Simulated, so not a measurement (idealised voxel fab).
The following is a process module called voxel spacer lines.
It is cross-section cut that appears here, measuring 200 nm in width, its square cells being 5 nm in size.
The cross-sections in this document take the form of a grid made of square cells. They are written out as bands, in order from top to bottom. Each band consists of one or more rows of cells. The band entry comprises the height of the band's top followed by the height of its bottom, expressed in nm, and subsequently the band's materials from left to right, each stated together with its width in nm. Where a single material is marked with the word "full width", that material fills the band from edge to edge. The word "air" represents empty space. Height reference: 0 = level under which incoming wafer is all one material. Lowest band: no bottom, runs on downward, e.g. "0..down". Width "30->40": first value at the band's top row of cells, second value at its bottom row, equal change from row to row. Where the words "same as before" appear for a step, the cross-section shows no cell changed by that step; every cell remained as before. In "Enclosed void listing" the enclosed voids are listed, meaning empty spaces of 8 cells or larger without any opening to the top. The form is width x height at distance, distance from the left edge, units nm. Text after the settings on a step's line: the simulator's own remark on that step. A step's line can hold "overlay nm"; with a mask on that step, the setting says how far right of the planned place the mask lay, while a negative setting says it lay to the left.
# Steps planned for the process
1,RECEIVE: material Si
2,CONFORMAL_DEP: material Al2O3, thk nm 10
3,DIRECTIONAL_DEP: material W, thk nm 20
4,DIRECTIONAL_DEP: material aC, thk nm 20
5,PATTERN: tone cover, mask id MANDREL, material resist, width nm 20, pitch nm 60, thk nm 25, overlay nm -15
6,DIRECTIONAL_ETCH: etch materials aC, depth nm 20
7,STRIP: etch materials resist
8,CONFORMAL_DEP: material SiN, thk nm 10
9,DIRECTIONAL_ETCH: etch materials SiN, depth nm 10
10,STRIP: etch materials aC
11,DIRECTIONAL_ETCH: etch materials W, depth nm 20
12,STRIP: etch materials SiN
Be aware that, although all wafers share a common starting state, the overlay nm at step 5 differs among them, and the plan displays the first wafer's value.
# Cross-section of the first of several wafers on receipt, reflecting completion of step 1
- 0..down | Si full width
- Enclosed void listing: none
# After the module's final step, step 12: the first of several wafers in cross-section
- 30..10 | 5 of air / 10 of W / 20 of air / 10 of W / 20 of air / 10 of W / 20 of air / 10 of W / 20 of air / 10 of W / 20 of air / 10 of W / 35 of air
- 10..0 | Al2O3 full width
- 0..down | Si full width
- Enclosed void listing: none
# Final wafer of several, shown in cross-section at the end of the module
- 30..10 | 35 of air / 10 of W / 20 of air / 10 of W / 20 of air / 10 of W / 20 of air / 10 of W / 20 of air / 10 of W / 20 of air / 10 of W / 5 of air
- 10..0 | Al2O3 full width
- 0..down | Si full width
- Enclosed void listing: none
# End of module, by wafer: material-by-material cell gain (+) or loss (-) since receipt, then closed voids
overlay nm -15 | +80 Al2O3 | +48 W | Enclosed void listing: none
overlay nm -10 | +80 Al2O3 | +48 W | Enclosed void listing: none
overlay nm -5 | +80 Al2O3 | +48 W | Enclosed void listing: none
overlay nm 0 | +80 Al2O3 | +48 W | Enclosed void listing: none
overlay nm 5 | +80 Al2O3 | +48 W | Enclosed void listing: none
overlay nm 10 | +80 Al2O3 | +48 W | Enclosed void listing: none
overlay nm 15 | +80 Al2O3 | +48 W | Enclosed void listing: none
